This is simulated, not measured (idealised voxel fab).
process module | voxel spacer lines
cross-section cut | 280 nm wide | cells 5 nm
A cross-section is a grid of square cells, given in bands from the top down. A band is one or more rows of cells.
Each band's line starts with the height of the band's top and of its bottom, in nm. Then come its materials from left to right, each with its width in nm. One material with "throughout" fills the band from edge to edge. "air" is empty space.
Height 0 is the level under which the wafer as received is all one material. The lowest band goes on downwards, as in "0 down".
A width such as "30 to 40" changes by the same amount from each row of cells to the next, from the band's top row to its bottom row.
"no change" after a step means that no cell of the cross-section changed.
closed voids: empty space of 8 cells or more with no open way to the top, each as width x height at its distance from the left edge, in nm
after a step's settings: what the simulator itself notes on the step
overlay nm, on a step with a mask: how far to the right of its planned place the mask lay; to the left if negative
plan
1 op RECEIVE | material Si
2 op CONFORMAL_DEP | material Al2O3 | thk nm 10
3 op DIRECTIONAL_DEP | material SiN | thk nm 10
4 op DIRECTIONAL_DEP | material aC | thk nm 20
5 op PATTERN | tone cover | mask id MANDREL | material resist | width nm 25 | pitch nm 70 | thk nm 30 | overlay nm 0
6 op DIRECTIONAL_ETCH | etch materials aC | depth nm 20
7 op STRIP | etch materials resist
8 op CONFORMAL_DEP | material SiO2 | thk nm 10
9 op DIRECTIONAL_ETCH | etch materials SiO2 | depth nm 10
10 op STRIP | etch materials aC
11 op DIRECTIONAL_ETCH | etch materials SiN | depth nm 10
12 op STRIP | etch materials SiO2
as received, after step 1
  0 down: Si throughout
  closed voids: none
first wafer at the end, as planned
  20 to 10: air 45 | SiN 10 | air 25 | SiN 10 | air 25 | SiN 10 | air 25 | SiN 10 | air 25 | SiN 10 | air 25 | SiN 10 | air 50
  10 to 0: Al2O3 throughout
  0 down: Si throughout
  closed voids: none
second wafer at the end: like start, like plan, one mistake
  30 to 10: aC throughout
  10 to 0: Al2O3 throughout
  0 down: Si throughout
  closed voids: none
what went wrong: steps 3 and 4 were swapped
at the end the second wafer has, in cells: 24 fewer of SiN | 224 more of aC
